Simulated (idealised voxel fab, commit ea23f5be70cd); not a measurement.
The process module presented herein is designated voxel gate over fins.
Square cell edge 5 nm, section width 175 nm, ID cut.
A cross-section is written here as square cells arranged in a grid, and it is given in bands from the top down, each band taking up one or more rows of cells.
This entry defines a band. It first specifies the height of the band's top and the height of its bottom in nm, and then specifies the band's materials from left to right, stating each material with its width in nm. The word "throughout" identifies a single material that fills the band from edge to edge, while the word "blank" identifies empty space.
Height is counted from the level 0, under which the received wafer is composed throughout of one material. The lowest of the bands is not closed at the bottom but continues downward, in the notation "0..down".
A two-number width, for instance "30->40", indicates that the width is equal to the first number in the top row of the band and to the second number in the bottom row, and that it changes by a constant amount per row of cells.
Step marked "nothing altered"? Then no cell in the cross-section changed in it.
The entry titled "Enclosed void listing" provides the empty spaces that have no open way to the top, restricted to those of 8 cells or more. Each is presented as width x height at distance, the distance being measured from the left edge, with all three in nm.
What comes after the settings on a step's line is commentary from the simulator itself on that step.
overlay nm: how far to the right of its planned place the mask lay on this masked step (negative: to the left).
Reading key. Pairs: pre-step and post-step cross-section, one process step apart; post-step view only to lowest changed band. Step between + settings: beneath pair. Runs: pairs may be from different runs of this module, same starting wafer. Continuation from pair above: only where "Before step" entry says.

-- Before step
10..0  25 nm blank | 20 nm SiN | 15 nm blank | 20 nm SiN | 15 nm blank | 20 nm SiN | 15 nm blank | 20 nm SiN | 25 nm blank
0..-30  25 nm blank | 5 nm SiO2 | 10 nm Si | 5 nm SiO2 | 15 nm blank | 5 nm SiO2 | 10 nm Si | 5 nm SiO2 | 15 nm blank | 5 nm SiO2 | 10 nm Si | 5 nm SiO2 | 15 nm blank | 5 nm SiO2 | 10 nm Si | 5 nm SiO2 | 25 nm blank
-30..-35  30 nm SiO2 | 10 nm Si | 25 nm SiO2 | 10 nm Si | 25 nm SiO2 | 10 nm Si | 25 nm SiO2 | 10 nm Si | 30 nm SiO2
-35..down  Si throughout
Enclosed void listing: none

-- Result of Step
20..10  SiO2 throughout
10..0  25 nm SiO2 | 20 nm SiN | 15 nm SiO2 | 20 nm SiN | 15 nm SiO2 | 20 nm SiN | 15 nm SiO2 | 20 nm SiN | 25 nm SiO2
0..-35  30 nm SiO2 | 10 nm Si | 25 nm SiO2 | 10 nm Si | 25 nm SiO2 | 10 nm Si | 25 nm SiO2 | 10 nm Si | 30 nm SiO2
below -35: unchanged
Enclosed void listing: none
Name the step between the before and after sections above: FILL_DEP [material SiO2] [thk nm 10]

Before step: as shown after the step in the preceding pair, directly above.

-- Result of Step
10..0  25 nm SiO2 | 20 nm SiN | 15 nm SiO2 | 20 nm SiN | 15 nm SiO2 | 20 nm SiN | 15 nm SiO2 | 20 nm SiN | 25 nm SiO2
below 0: unchanged
Enclosed void listing: none
Name the step between the before and after sections above: CMP [height nm 10]

Before step: as shown after the step in the preceding pair, directly above.

-- Result of Step
10..0  25 nm blank | 20 nm SiN | 15 nm blank | 20 nm SiN | 15 nm blank | 20 nm SiN | 15 nm blank | 20 nm SiN | 25 nm blank
0..-10  30 nm blank | 10 nm Si | 25 nm blank | 10 nm Si | 25 nm blank | 10 nm Si | 25 nm blank | 10 nm Si | 30 nm blank
below -10: unchanged
Enclosed void listing: none
Name the step between the before and after sections above: SELECTIVE_ETCH [etch materials SiO2] [depth nm 20]

Before step: as shown after the step in the preceding pair, directly above.

-- Result of Step
0..-10  30 nm blank | 10 nm Si | 25 nm blank | 10 nm Si | 25 nm blank | 10 nm Si | 25 nm blank | 10 nm Si | 30 nm blank
below -10: unchanged
Enclosed void listing: none
Name the step between the before and after sections above: STRIP [etch materials SiN]

Before step: as shown after the step in the preceding pair, directly above.

-- Result of Step
5..0  25 nm blank | 20 nm HfO2 | 15 nm blank | 20 nm HfO2 | 15 nm blank | 20 nm HfO2 | 15 nm blank | 20 nm HfO2 | 25 nm blank
0..-5  25 nm blank | 5 nm HfO2 | 10 nm Si | 5 nm HfO2 | 15 nm blank | 5 nm HfO2 | 10 nm Si | 5 nm HfO2 | 15 nm blank | 5 nm HfO2 | 10 nm Si | 5 nm HfO2 | 15 nm blank | 5 nm HfO2 | 10 nm Si | 5 nm HfO2 | 25 nm blank
-5..-10  30 nm HfO2 | 10 nm Si | 25 nm HfO2 | 10 nm Si | 25 nm HfO2 | 10 nm Si | 25 nm HfO2 | 10 nm Si | 30 nm HfO2
below -10: unchanged
Enclosed void listing: none
Name the step between the before and after sections above: CONFORMAL_DEP [material HfO2] [thk nm 5]

Before step: as shown after the step in the preceding pair, directly above.

-- Result of Step
10..5  20 nm blank | 30 nm TiN | 5 nm blank | 30 nm TiN | 5 nm blank | 30 nm TiN | 5 nm blank | 30 nm TiN | 20 nm blank
5..0  20 nm blank | 5 nm TiN | 20 nm HfO2 | 5 nm TiN | 5 nm blank | 5 nm TiN | 20 nm HfO2 | 5 nm TiN | 5 nm blank | 5 nm TiN | 20 nm HfO2 | 5 nm TiN | 5 nm blank | 5 nm TiN | 20 nm HfO2 | 5 nm TiN | 20 nm blank
0..-5  25 nm TiN | 5 nm HfO2 | 10 nm Si | 5 nm HfO2 | 15 nm TiN | 5 nm HfO2 | 10 nm Si | 5 nm HfO2 | 15 nm TiN | 5 nm HfO2 | 10 nm Si | 5 nm HfO2 | 15 nm TiN | 5 nm HfO2 | 10 nm Si | 5 nm HfO2 | 25 nm TiN
below -5: unchanged
Enclosed void listing: none
Name the step between the before and after sections above: CONFORMAL_DEP [material TiN] [thk nm 5]

Before step: as shown after the step in the preceding pair, directly above.

-- Result of Step
15..10  15 nm blank | 145 nm TiAl | 15 nm blank
10..5  15 nm blank | 5 nm TiAl | 30 nm TiN | 5 nm TiAl | 30 nm TiN | 5 nm TiAl | 30 nm TiN | 5 nm TiAl | 30 nm TiN | 5 nm TiAl | 15 nm blank
5..0  20 nm TiAl | 5 nm TiN | 20 nm HfO2 | 5 nm TiN | 5 nm TiAl | 5 nm TiN | 20 nm HfO2 | 5 nm TiN | 5 nm TiAl | 5 nm TiN | 20 nm HfO2 | 5 nm TiN | 5 nm TiAl | 5 nm TiN | 20 nm HfO2 | 5 nm TiN | 20 nm TiAl
below 0: unchanged
Enclosed void listing: none
Name the step between the before and after sections above: CONFORMAL_DEP [material TiAl] [thk nm 5]

Before step: as shown after the step in the preceding pair, directly above.

-- Result of Step
20..15  10 nm blank | 155 nm TiN | 10 nm blank
15..10  10 nm blank | 5 nm TiN | 145 nm TiAl | 5 nm TiN | 10 nm blank
10..5  15 nm TiN | 5 nm TiAl | 30 nm TiN | 5 nm TiAl | 30 nm TiN | 5 nm TiAl | 30 nm TiN | 5 nm TiAl | 30 nm TiN | 5 nm TiAl | 15 nm TiN
below 5: unchanged
Enclosed void listing: none
Name the step between the before and after sections above: CONFORMAL_DEP [material TiN] [thk nm 5]

Before step: as shown after the step in the preceding pair, directly above.

-- Result of Step
35..20  W throughout
20..15  10 nm W | 155 nm TiN | 10 nm W
15..10  10 nm W | 5 nm TiN | 145 nm TiAl | 5 nm TiN | 10 nm W
below 10: unchanged
Enclosed void listing: none
Name the step between the before and after sections above: FILL_DEP [material W] [thk nm 15]

Before step: as shown after the step in the preceding pair, directly above.

-- Result of Step
30..20  W throughout
below 20: unchanged
Enclosed void listing: none
Name the step between the before and after sections above: CMP [height nm 30]

Before step: as shown after the step in the preceding pair, directly above.

-- Result of Step
35..30  SiN throughout
below 30: unchanged
Enclosed void listing: none
Name the step between the before and after sections above: CONFORMAL_DEP [material SiN] [thk nm 5]

-- Before step
10..0  SiN throughout
0..down  Si throughout
Enclosed void listing: none

-- Result of Step
25..10  35 nm blank | 15 nm resist | 20 nm blank | 15 nm resist | 20 nm blank | 15 nm resist | 20 nm blank | 15 nm resist | 20 nm blank
below 10: unchanged
Enclosed void listing: none
Name the step between the before and after sections above: PATTERN [tone cover] [mask id FINS] [material resist] [width nm 15] [pitch nm 35] [thk nm 15] [overlay nm 10]

Before step: as shown after the step in the preceding pair, directly above.

-- Result of Step
25..10  35 nm blank | 15 nm resist | 20 nm blank | 15 nm resist | 20 nm blank | 15 nm resist | 20 nm blank | 15 nm resist | 20 nm blank
10..0  35 nm blank | 15 nm SiN | 20 nm blank | 15 nm SiN | 20 nm blank | 15 nm SiN | 20 nm blank | 15 nm SiN | 20 nm blank
below 0: unchanged
Enclosed void listing: none
Name the step between the before and after sections above: DIRECTIONAL_ETCH [etch materials SiN] [depth nm 10]

Before step: as shown after the step in the preceding pair, directly above.

-- Result of Step
25..10  35 nm blank | 15 nm resist | 20 nm blank | 15 nm resist | 20 nm blank | 15 nm resist | 20 nm blank | 15 nm resist | 20 nm blank
10..0  35 nm blank | 15 nm SiN | 20 nm blank | 15 nm SiN | 20 nm blank | 15 nm SiN | 20 nm blank | 15 nm SiN | 20 nm blank
0..-30  35 nm blank | 15 nm Si | 20 nm blank | 15 nm Si | 20 nm blank | 15 nm Si | 20 nm blank | 15 nm Si | 20 nm blank
below -30: unchanged
Enclosed void listing: none
Name the step between the before and after sections above: DIRECTIONAL_ETCH [etch materials Si] [depth nm 30]

Before step: as shown after the step in the preceding pair, directly above.

-- Result of Step
10..0  35 nm blank | 15 nm SiN | 20 nm blank | 15 nm SiN | 20 nm blank | 15 nm SiN | 20 nm blank | 15 nm SiN | 20 nm blank
below 0: unchanged
Enclosed void listing: none
Name the step between the before and after sections above: STRIP [etch materials resist]

Before step: as shown after the step in the preceding pair, directly above.

-- Result of Step
10..0  35 nm blank | 15 nm SiN | 20 nm blank | 15 nm SiN | 20 nm blank | 15 nm SiN | 20 nm blank | 15 nm SiN | 20 nm blank
0..-30  35 nm blank | 5 nm SiO2 | 5 nm Si | 5 nm SiO2 | 20 nm blank | 5 nm SiO2 | 5 nm Si | 5 nm SiO2 | 20 nm blank | 5 nm SiO2 | 5 nm Si | 5 nm SiO2 | 20 nm blank | 5 nm SiO2 | 5 nm Si | 5 nm SiO2 | 20 nm blank
-30..-35  40 nm SiO2 | 5 nm Si | 30 nm SiO2 | 5 nm Si | 30 nm SiO2 | 5 nm Si | 30 nm SiO2 | 5 nm Si | 25 nm SiO2
below -35: unchanged
Enclosed void listing: none
Name the step between the before and after sections above: OXIDIZE [depth nm 5]

Before step: as shown after the step in the preceding pair, directly above.

-- Result of Step
20..10  SiO2 throughout
10..0  35 nm SiO2 | 15 nm SiN | 20 nm SiO2 | 15 nm SiN | 20 nm SiO2 | 15 nm SiN | 20 nm SiO2 | 15 nm SiN | 20 nm SiO2
0..-35  40 nm SiO2 | 5 nm Si | 30 nm SiO2 | 5 nm Si | 30 nm SiO2 | 5 nm Si | 30 nm SiO2 | 5 nm Si | 25 nm SiO2
below -35: unchanged
Enclosed void listing: none
Name the step between the before and after sections above: FILL_DEP [material SiO2] [thk nm 10]

Before step: as shown after the step in the preceding pair, directly above.

-- Result of Step
10..0  35 nm SiO2 | 15 nm SiN | 20 nm SiO2 | 15 nm SiN | 20 nm SiO2 | 15 nm SiN | 20 nm SiO2 | 15 nm SiN | 20 nm SiO2
below 0: unchanged
Enclosed void listing: none
Name the step between the before and after sections above: CMP [height nm 10]

Before step: as shown after the step in the preceding pair, directly above.

-- Result of Step
10..0  35 nm blank | 15 nm SiN | 20 nm blank | 15 nm SiN | 20 nm blank | 15 nm SiN | 20 nm blank | 15 nm SiN | 20 nm blank
0..-10  40 nm blank | 5 nm Si | 30 nm blank | 5 nm Si | 30 nm blank | 5 nm Si | 30 nm blank | 5 nm Si | 25 nm blank
below -10: unchanged
Enclosed void listing: none
Name the step between the before and after sections above: SELECTIVE_ETCH [etch materials SiO2] [depth nm 20]

Before step: as shown after the step in the preceding pair, directly above.

-- Result of Step
0..-10  40 nm blank | 5 nm Si | 30 nm blank | 5 nm Si | 30 nm blank | 5 nm Si | 30 nm blank | 5 nm Si | 25 nm blank
below -10: unchanged
Enclosed void listing: none
Name the step between the before and after sections above: STRIP [etch materials SiN]

Before step: as shown after the step in the preceding pair, directly above.

-- Result of Step
5..0  35 nm blank | 15 nm HfO2 | 20 nm blank | 15 nm HfO2 | 20 nm blank | 15 nm HfO2 | 20 nm blank | 15 nm HfO2 | 20 nm blank
0..-5  35 nm blank | 5 nm HfO2 | 5 nm Si | 5 nm HfO2 | 20 nm blank | 5 nm HfO2 | 5 nm Si | 5 nm HfO2 | 20 nm blank | 5 nm HfO2 | 5 nm Si | 5 nm HfO2 | 20 nm blank | 5 nm HfO2 | 5 nm Si | 5 nm HfO2 | 20 nm blank
-5..-10  40 nm HfO2 | 5 nm Si | 30 nm HfO2 | 5 nm Si | 30 nm HfO2 | 5 nm Si | 30 nm HfO2 | 5 nm Si | 25 nm HfO2
below -10: unchanged
Enclosed void listing: none
Name the step between the before and after sections above: CONFORMAL_DEP [material HfO2] [thk nm 5]

Before step: as shown after the step in the preceding pair, directly above.

-- Result of Step
10..5  30 nm blank | 25 nm TiN | 10 nm blank | 25 nm TiN | 10 nm blank | 25 nm TiN | 10 nm blank | 25 nm TiN | 15 nm blank
5..0  30 nm blank | 5 nm TiN | 15 nm HfO2 | 5 nm TiN | 10 nm blank | 5 nm TiN | 15 nm HfO2 | 5 nm TiN | 10 nm blank | 5 nm TiN | 15 nm HfO2 | 5 nm TiN | 10 nm blank | 5 nm TiN | 15 nm HfO2 | 5 nm TiN | 15 nm blank
0..-5  35 nm TiN | 5 nm HfO2 | 5 nm Si | 5 nm HfO2 | 20 nm TiN | 5 nm HfO2 | 5 nm Si | 5 nm HfO2 | 20 nm TiN | 5 nm HfO2 | 5 nm Si | 5 nm HfO2 | 20 nm TiN | 5 nm HfO2 | 5 nm Si | 5 nm HfO2 | 20 nm TiN
below -5: unchanged
Enclosed void listing: none
Name the step between the before and after sections above: CONFORMAL_DEP [material TiN] [thk nm 5]

Before step: as shown after the step in the preceding pair, directly above.

-- Result of Step
15..10  25 nm blank | 140 nm TiAl | 10 nm blank
10..5  25 nm blank | 5 nm TiAl | 25 nm TiN | 10 nm TiAl | 25 nm TiN | 10 nm TiAl | 25 nm TiN | 10 nm TiAl | 25 nm TiN | 5 nm TiAl | 10 nm blank
5..0  30 nm TiAl | 5 nm TiN | 15 nm HfO2 | 5 nm TiN | 10 nm TiAl | 5 nm TiN | 15 nm HfO2 | 5 nm TiN | 10 nm TiAl | 5 nm TiN | 15 nm HfO2 | 5 nm TiN | 10 nm TiAl | 5 nm TiN | 15 nm HfO2 | 5 nm TiN | 15 nm TiAl
below 0: unchanged
Enclosed void listing: none
Name the step between the before and after sections above: CONFORMAL_DEP [material TiAl] [thk nm 5]

Before step: as shown after the step in the preceding pair, directly above.

-- Result of Step
20..15  20 nm blank | 150 nm TiN | 5 nm blank
15..10  20 nm blank | 5 nm TiN | 140 nm TiAl | 5 nm TiN | 5 nm blank
10..5  25 nm TiN | 5 nm TiAl | 25 nm TiN | 10 nm TiAl | 25 nm TiN | 10 nm TiAl | 25 nm TiN | 10 nm TiAl | 25 nm TiN | 5 nm TiAl | 10 nm TiN
below 5: unchanged
Enclosed void listing: none
Name the step between the before and after sections above: CONFORMAL_DEP [material TiN] [thk nm 5]

Before step: as shown after the step in the preceding pair, directly above.

-- Result of Step
35..20  W throughout
20..15  20 nm W | 150 nm TiN | 5 nm W
15..10  20 nm W | 5 nm TiN | 140 nm TiAl | 5 nm TiN | 5 nm W
below 10: unchanged
Enclosed void listing: none
Name the step between the before and after sections above: FILL_DEP [material W] [thk nm 15]

Before step: as shown after the step in the preceding pair, directly above.

-- Result of Step
30..20  W throughout
below 20: unchanged
Enclosed void listing: none
Name the step between the before and after sections above: CMP [height nm 30]

Before step: as shown after the step in the preceding pair, directly above.

-- Result of Step
35..30  SiN throughout
below 30: unchanged
Enclosed void listing: none
Name the step between the before and after sections above: CONFORMAL_DEP [material SiN] [thk nm 5]

-- Before step
0..-10  30 nm blank | 5 nm Si | 30 nm blank | 5 nm Si | 30 nm blank | 5 nm Si | 30 nm blank | 5 nm Si | 35 nm blank
-10..-35  30 nm SiO2 | 5 nm Si | 30 nm SiO2 | 5 nm Si | 30 nm SiO2 | 5 nm Si | 30 nm SiO2 | 5 nm Si | 35 nm SiO2
-35..down  Si throughout
Enclosed void listing: none

-- Result of Step
5..0  25 nm blank | 15 nm W | 20 nm blank | 15 nm W | 20 nm blank | 15 nm W | 20 nm blank | 15 nm W | 30 nm blank
0..-5  25 nm blank | 5 nm W | 5 nm Si | 5 nm W | 20 nm blank | 5 nm W | 5 nm Si | 5 nm W | 20 nm blank | 5 nm W | 5 nm Si | 5 nm W | 20 nm blank | 5 nm W | 5 nm Si | 5 nm W | 30 nm blank
-5..-10  30 nm W | 5 nm Si | 30 nm W | 5 nm Si | 30 nm W | 5 nm Si | 30 nm W | 5 nm Si | 35 nm W
below -10: unchanged
Enclosed void listing: none
Name the step between the before and after sections above: CONFORMAL_DEP [material W] [thk nm 5]

Before step: as shown after the step in the preceding pair, directly above.

-- Result of Step
10..5  20 nm blank | 25 nm TiN | 10 nm blank | 25 nm TiN | 10 nm blank | 25 nm TiN | 10 nm blank | 25 nm TiN | 25 nm blank
5..0  20 nm blank | 5 nm TiN | 15 nm W | 5 nm TiN | 10 nm blank | 5 nm TiN | 15 nm W | 5 nm TiN | 10 nm blank | 5 nm TiN | 15 nm W | 5 nm TiN | 10 nm blank | 5 nm TiN | 15 nm W | 5 nm TiN | 25 nm blank
0..-5  25 nm TiN | 5 nm W | 5 nm Si | 5 nm W | 20 nm TiN | 5 nm W | 5 nm Si | 5 nm W | 20 nm TiN | 5 nm W | 5 nm Si | 5 nm W | 20 nm TiN | 5 nm W | 5 nm Si | 5 nm W | 30 nm TiN
below -5: unchanged
Enclosed void listing: none
Name the step between the before and after sections above: CONFORMAL_DEP [material TiN] [thk nm 5]

Before step: as shown after the step in the preceding pair, directly above.

-- Result of Step
15..10  15 nm blank | 140 nm TiAl | 20 nm blank
10..5  15 nm blank | 5 nm TiAl | 25 nm TiN | 10 nm TiAl | 25 nm TiN | 10 nm TiAl | 25 nm TiN | 10 nm TiAl | 25 nm TiN | 5 nm TiAl | 20 nm blank
5..0  20 nm TiAl | 5 nm TiN | 15 nm W | 5 nm TiN | 10 nm TiAl | 5 nm TiN | 15 nm W | 5 nm TiN | 10 nm TiAl | 5 nm TiN | 15 nm W | 5 nm TiN | 10 nm TiAl | 5 nm TiN | 15 nm W | 5 nm TiN | 25 nm TiAl
below 0: unchanged
Enclosed void listing: none
Name the step between the before and after sections above: CONFORMAL_DEP [material TiAl] [thk nm 5]

Before step: as shown after the step in the preceding pair, directly above.

-- Result of Step
20..15  10 nm blank | 150 nm TiN | 15 nm blank
15..10  10 nm blank | 5 nm TiN | 140 nm TiAl | 5 nm TiN | 15 nm blank
10..5  15 nm TiN | 5 nm TiAl | 25 nm TiN | 10 nm TiAl | 25 nm TiN | 10 nm TiAl | 25 nm TiN | 10 nm TiAl | 25 nm TiN | 5 nm TiAl | 20 nm TiN
below 5: unchanged
Enclosed void listing: none
Name the step between the before and after sections above: CONFORMAL_DEP [material TiN] [thk nm 5]

Before step: as shown after the step in the preceding pair, directly above.

-- Result of Step
35..20  W throughout
20..15  10 nm W | 150 nm TiN | 15 nm W
15..10  10 nm W | 5 nm TiN | 140 nm TiAl | 5 nm TiN | 15 nm W
below 10: unchanged
Enclosed void listing: none
Name the step between the before and after sections above: FILL_DEP [material W] [thk nm 15]

Before step: as shown after the step in the preceding pair, directly above.

-- Result of Step
30..20  W throughout
below 20: unchanged
Enclosed void listing: none
Name the step between the before and after sections above: CMP [height nm 30]

Before step: as shown after the step in the preceding pair, directly above.

-- Result of Step
35..30  SiN throughout
below 30: unchanged
Enclosed void listing: none
Name the step between the before and after sections above: CONFORMAL_DEP [material SiN] [thk nm 5]

-- Before step
10..0  SiN throughout
0..down  Si throughout
Enclosed void listing: none

-- Result of Step
25..10  25 nm resist | 15 nm blank | 20 nm resist | 15 nm blank | 20 nm resist | 15 nm blank | 20 nm resist | 15 nm blank | 30 nm resist
below 10: unchanged
Enclosed void listing: none
Name the step between the before and after sections above: PATTERN [tone open] [mask id FINS] [material resist] [width nm 15] [pitch nm 35] [thk nm 15] [overlay nm 0]

Before step: as shown after the step in the preceding pair, directly above.

-- Result of Step
25..10  25 nm resist | 15 nm blank | 20 nm resist | 15 nm blank | 20 nm resist | 15 nm blank | 20 nm resist | 15 nm blank | 30 nm resist
10..0  25 nm SiN | 15 nm blank | 20 nm SiN | 15 nm blank | 20 nm SiN | 15 nm blank | 20 nm SiN | 15 nm blank | 30 nm SiN
below 0: unchanged
Enclosed void listing: none
Name the step between the before and after sections above: DIRECTIONAL_ETCH [etch materials SiN] [depth nm 10]

Before step: as shown after the step in the preceding pair, directly above.

-- Result of Step
25..10  25 nm resist | 15 nm blank | 20 nm resist | 15 nm blank | 20 nm resist | 15 nm blank | 20 nm resist | 15 nm blank | 30 nm resist
10..0  25 nm SiN | 15 nm blank | 20 nm SiN | 15 nm blank | 20 nm SiN | 15 nm blank | 20 nm SiN | 15 nm blank | 30 nm SiN
0..-30  25 nm Si | 15 nm blank | 20 nm Si | 15 nm blank | 20 nm Si | 15 nm blank | 20 nm Si | 15 nm blank | 30 nm Si
below -30: unchanged
Enclosed void listing: none
Name the step between the before and after sections above: DIRECTIONAL_ETCH [etch materials Si] [depth nm 30]

Before step: as shown after the step in the preceding pair, directly above.

-- Result of Step
10..0  25 nm SiN | 15 nm blank | 20 nm SiN | 15 nm blank | 20 nm SiN | 15 nm blank | 20 nm SiN | 15 nm blank | 30 nm SiN
below 0: unchanged
Enclosed void listing: none
Name the step between the before and after sections above: STRIP [etch materials resist]

Before step: as shown after the step in the preceding pair, directly above.

-- Result of Step
10..0  25 nm SiN | 15 nm blank | 20 nm SiN | 15 nm blank | 20 nm SiN | 15 nm blank | 20 nm SiN | 15 nm blank | 30 nm SiN
0..-30  20 nm Si | 5 nm SiO2 | 15 nm blank | 5 nm SiO2 | 10 nm Si | 5 nm SiO2 | 15 nm blank | 5 nm SiO2 | 10 nm Si | 5 nm SiO2 | 15 nm blank | 5 nm SiO2 | 10 nm Si | 5 nm SiO2 | 15 nm blank | 5 nm SiO2 | 25 nm Si
-30..-35  20 nm Si | 25 nm SiO2 | 10 nm Si | 25 nm SiO2 | 10 nm Si | 25 nm SiO2 | 10 nm Si | 25 nm SiO2 | 25 nm Si
below -35: unchanged
Enclosed void listing: none
Name the step between the before and after sections above: OXIDIZE [depth nm 5]

Before step: as shown after the step in the preceding pair, directly above.

-- Result of Step
20..10  SiO2 throughout
10..0  25 nm SiN | 15 nm SiO2 | 20 nm SiN | 15 nm SiO2 | 20 nm SiN | 15 nm SiO2 | 20 nm SiN | 15 nm SiO2 | 30 nm SiN
0..-35  20 nm Si | 25 nm SiO2 | 10 nm Si | 25 nm SiO2 | 10 nm Si | 25 nm SiO2 | 10 nm Si | 25 nm SiO2 | 25 nm Si
below -35: unchanged
Enclosed void listing: none
Name the step between the before and after sections above: FILL_DEP [material SiO2] [thk nm 10]

Before step: as shown after the step in the preceding pair, directly above.

-- Result of Step
10..0  25 nm SiN | 15 nm SiO2 | 20 nm SiN | 15 nm SiO2 | 20 nm SiN | 15 nm SiO2 | 20 nm SiN | 15 nm SiO2 | 30 nm SiN
below 0: unchanged
Enclosed void listing: none
Name the step between the before and after sections above: CMP [height nm 10]

Before step: as shown after the step in the preceding pair, directly above.

-- Result of Step
10..0  25 nm SiN | 15 nm blank | 20 nm SiN | 15 nm blank | 20 nm SiN | 15 nm blank | 20 nm SiN | 15 nm blank | 30 nm SiN
0..-10  20 nm Si | 25 nm blank | 10 nm Si | 25 nm blank | 10 nm Si | 25 nm blank | 10 nm Si | 25 nm blank | 25 nm Si
below -10: unchanged
Enclosed void listing: none
Name the step between the before and after sections above: SELECTIVE_ETCH [etch materials SiO2] [depth nm 20]

Before step: as shown after the step in the preceding pair, directly above.

-- Result of Step
0..-10  20 nm Si | 25 nm blank | 10 nm Si | 25 nm blank | 10 nm Si | 25 nm blank | 10 nm Si | 25 nm blank | 25 nm Si
below -10: unchanged
Enclosed void listing: none
Name the step between the before and after sections above: STRIP [etch materials SiN]

Before step: as shown after the step in the preceding pair, directly above.

-- Result of Step
5..0  25 nm HfO2 | 15 nm blank | 20 nm HfO2 | 15 nm blank | 20 nm HfO2 | 15 nm blank | 20 nm HfO2 | 15 nm blank | 30 nm HfO2
0..-5  20 nm Si | 5 nm HfO2 | 15 nm blank | 5 nm HfO2 | 10 nm Si | 5 nm HfO2 | 15 nm blank | 5 nm HfO2 | 10 nm Si | 5 nm HfO2 | 15 nm blank | 5 nm HfO2 | 10 nm Si | 5 nm HfO2 | 15 nm blank | 5 nm HfO2 | 25 nm Si
-5..-10  20 nm Si | 25 nm HfO2 | 10 nm Si | 25 nm HfO2 | 10 nm Si | 25 nm HfO2 | 10 nm Si | 25 nm HfO2 | 25 nm Si
below -10: unchanged
Enclosed void listing: none
Name the step between the before and after sections above: CONFORMAL_DEP [material HfO2] [thk nm 5]

Before step: as shown after the step in the preceding pair, directly above.

-- Result of Step
10..5  30 nm TiN | 5 nm blank | 30 nm TiN | 5 nm blank | 30 nm TiN | 5 nm blank | 30 nm TiN | 5 nm blank | 35 nm TiN
5..0  25 nm HfO2 | 5 nm TiN | 5 nm blank | 5 nm TiN | 20 nm HfO2 | 5 nm TiN | 5 nm blank | 5 nm TiN | 20 nm HfO2 | 5 nm TiN | 5 nm blank | 5 nm TiN | 20 nm HfO2 | 5 nm TiN | 5 nm blank | 5 nm TiN | 30 nm HfO2
0..-5  20 nm Si | 5 nm HfO2 | 15 nm TiN | 5 nm HfO2 | 10 nm Si | 5 nm HfO2 | 15 nm TiN | 5 nm HfO2 | 10 nm Si | 5 nm HfO2 | 15 nm TiN | 5 nm HfO2 | 10 nm Si | 5 nm HfO2 | 15 nm TiN | 5 nm HfO2 | 25 nm Si
below -5: unchanged
Enclosed void listing: none
Name the step between the before and after sections above: CONFORMAL_DEP [material TiN] [thk nm 5]

Before step: as shown after the step in the preceding pair, directly above.

-- Result of Step
15..10  TiAl throughout
10..5  30 nm TiN | 5 nm TiAl | 30 nm TiN | 5 nm TiAl | 30 nm TiN | 5 nm TiAl | 30 nm TiN | 5 nm TiAl | 35 nm TiN
5..0  25 nm HfO2 | 5 nm TiN | 5 nm TiAl | 5 nm TiN | 20 nm HfO2 | 5 nm TiN | 5 nm TiAl | 5 nm TiN | 20 nm HfO2 | 5 nm TiN | 5 nm TiAl | 5 nm TiN | 20 nm HfO2 | 5 nm TiN | 5 nm TiAl | 5 nm TiN | 30 nm HfO2
below 0: unchanged
Enclosed void listing: none
Name the step between the before and after sections above: CONFORMAL_DEP [material TiAl] [thk nm 5]

Before step: as shown after the step in the preceding pair, directly above.

-- Result of Step
20..15  TiN throughout
below 15: unchanged
Enclosed void listing: none
Name the step between the before and after sections above: CONFORMAL_DEP [material TiN] [thk nm 5]

Before step: as shown after the step in the preceding pair, directly above.

-- Result of Step
35..20  W throughout
below 20: unchanged
Enclosed void listing: none
Name the step between the before and after sections above: FILL_DEP [material W] [thk nm 15]

Before step: as shown after the step in the preceding pair, directly above.

-- Result of Step
30..20  W throughout
below 20: unchanged
Enclosed void listing: none
Name the step between the before and after sections above: CMP [height nm 30]

Before step: as shown after the step in the preceding pair, directly above.

-- Result of Step
35..30  SiN throughout
below 30: unchanged
Enclosed void listing: none
Name the step between the before and after sections above: CONFORMAL_DEP [material SiN] [thk nm 5]
